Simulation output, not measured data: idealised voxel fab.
Process module heading - voxel spacer lines
For reference, the cross-section in this document is cut, with width 270 nm and square cells of 5 nm.
A cross-section is written here as square cells arranged in a grid, and it is given in bands from the top down, each band taking up one or more rows of cells.
Basically the band line says how high the top is and how high the bottom is, in nm, and then what's in it from left to right, every material with its width in nm. Empty space shows up as "air", and if a single material carries "everywhere" it runs the full band edge to edge.
Height reference: 0 = level under which incoming wafer is all one material. Lowest band: no bottom, runs on downward, e.g. "0 -> down".
When a width is written as two numbers, as in "30->40", the first number is the width in the top row of cells of the band and the second is the width in its bottom row, and the width changes by the same amount from each row to the next.
Step marked "left unchanged"? Then no cell in the cross-section changed in it.
The label "Tabulated closed voids" introduces a list of the empty spaces, 8 cells or larger, that have no open way up to the top; each entry in it reads width x height at distance, where the distance is taken from the left edge and all three are stated in nm.
If you see something after the settings on a step's line, that's the simulator's own remark about that step.
A step line may carry the setting "overlay nm", which, for steps involving a mask, states the distance by which the mask lay to the right of its intended position; negative values denote displacement to the left.

-- Below is the list of planned process steps
| 1 | RECEIVE [material Si] |
| 2 | CONFORMAL_DEP [material Al2O3] [thk nm 10] |
| 3 | DIRECTIONAL_DEP [material polySi] [thk nm 20] |
| 4 | DIRECTIONAL_DEP [material aC] [thk nm 25] |
| 5 | PATTERN [tone cover] [mask id MANDREL] [material resist] [width nm 25] [pitch nm 80] [thk nm 35] [overlay nm 0] |
| 6 | DIRECTIONAL_ETCH [etch materials aC] [depth nm 25] |
| 7 | STRIP [etch materials resist] |
| 8 | CONFORMAL_DEP [material SiN] [thk nm 15] |
| 9 | DIRECTIONAL_ETCH [etch materials SiN] [depth nm 15] |
| 10 | STRIP [etch materials aC] |
| 11 | DIRECTIONAL_ETCH [etch materials polySi] [depth nm 20] |
| 12 | STRIP [etch materials SiN] |

-- Incoming wafer in cross-section (state: after step 1)
    0 -> down  Si everywhere
    Tabulated closed voids: none

-- Post-module cross-section of the first of two wafers (run per plan)
    30 -> 10  65 nm air  15 nm polySi  25 nm air  15 nm polySi  25 nm air  15 nm polySi  25 nm air  15 nm polySi  70 nm air
    10 -> 0  Al2O3 everywhere
    0 -> down  Si everywhere
    Tabulated closed voids: none

-- Cross-sectional view of the second of two wafers upon completion of the module. This wafer shared its starting condition and process plan with the first; one error was made during its execution
    30 -> 10  65 nm air  15 nm polySi  30 nm air  15 nm polySi  20 nm air  15 nm polySi  30 nm air  15 nm polySi  65 nm air
    10 -> 0  Al2O3 everywhere
    0 -> down  Si everywhere
    Tabulated closed voids: none
Finding, execution versus plan: in deviation from the planned setting, step 5 was conducted as PATTERN [tone cover] [mask id MANDREL] [material resist] [width nm 30] [pitch nm 80] [thk nm 35] [overlay nm 0]
Cell counts per material: same on both final wafers. Positions: different.
